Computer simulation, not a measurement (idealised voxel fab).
process module | voxel lift off
cross-section cut | 190 nm wide | cells 5 nm
A cross-section is a grid of square cells, given in bands from the top down. A band is one or more rows of cells.
Each band's line starts with the height of the band's top and of its bottom, in nm. Then come its materials from left to right, each with its width in nm. One material with "throughout" fills the band from edge to edge. "air" is empty space.
Height 0 is the level under which the wafer as received is all one material. The lowest band goes on downwards, as in "0 down".
A width such as "30 to 40" changes by the same amount from each row of cells to the next, from the band's top row to its bottom row.
"no change" after a step means that no cell of the cross-section changed.
closed voids: empty space of 8 cells or more with no open way to the top, each as width x height at its distance from the left edge, in nm
after a step's settings: what the simulator itself notes on the step
overlay nm, on a step with a mask: how far to the right of its planned place the mask lay; to the left if negative
plan
1 op RECEIVE | material Si
2 op CONFORMAL_DEP | material SiN | thk nm 15
3 op PATTERN | tone open | mask id LINES | material resist | width nm 30 | pitch nm 50 | thk nm 30 | overlay nm 0
4 op DIRECTIONAL_DEP | material Ru | thk nm 15
5 op STRIP | etch materials resist
6 op CONFORMAL_DEP | material SiO2 | thk nm 5
as received, after step 1
  0 down: Si throughout
  closed voids: none
first wafer at the end, as planned
  35 to 30: air 25 | SiO2 40 | air 10 | SiO2 40 | air 10 | SiO2 40 | air 25
  30 to 20: air 25 | SiO2 5 | Ru 30 | SiO2 5 | air 10 | SiO2 5 | Ru 30 | SiO2 5 | air 10 | SiO2 5 | Ru 30 | SiO2 5 | air 25
  20 to 15: SiO2 30 | Ru 30 | SiO2 20 | Ru 30 | SiO2 20 | Ru 30 | SiO2 30
  15 to 0: SiN throughout
  0 down: Si throughout
  closed voids: none
second wafer at the end: like start, like plan, one mistake
  35 to 20: air 25 | SiO2 40 | air 10 | SiO2 40 | air 10 | SiO2 40 | air 25
  20 to 15: SiO2 throughout
  15 to 0: SiN throughout
  0 down: Si throughout
  closed voids: none
what went wrong: step 4 ran as: op DIRECTIONAL_DEP | material SiO2 | thk nm 15
at the end the second wafer has, in cells: 54 fewer of Ru | 54 more of SiO2
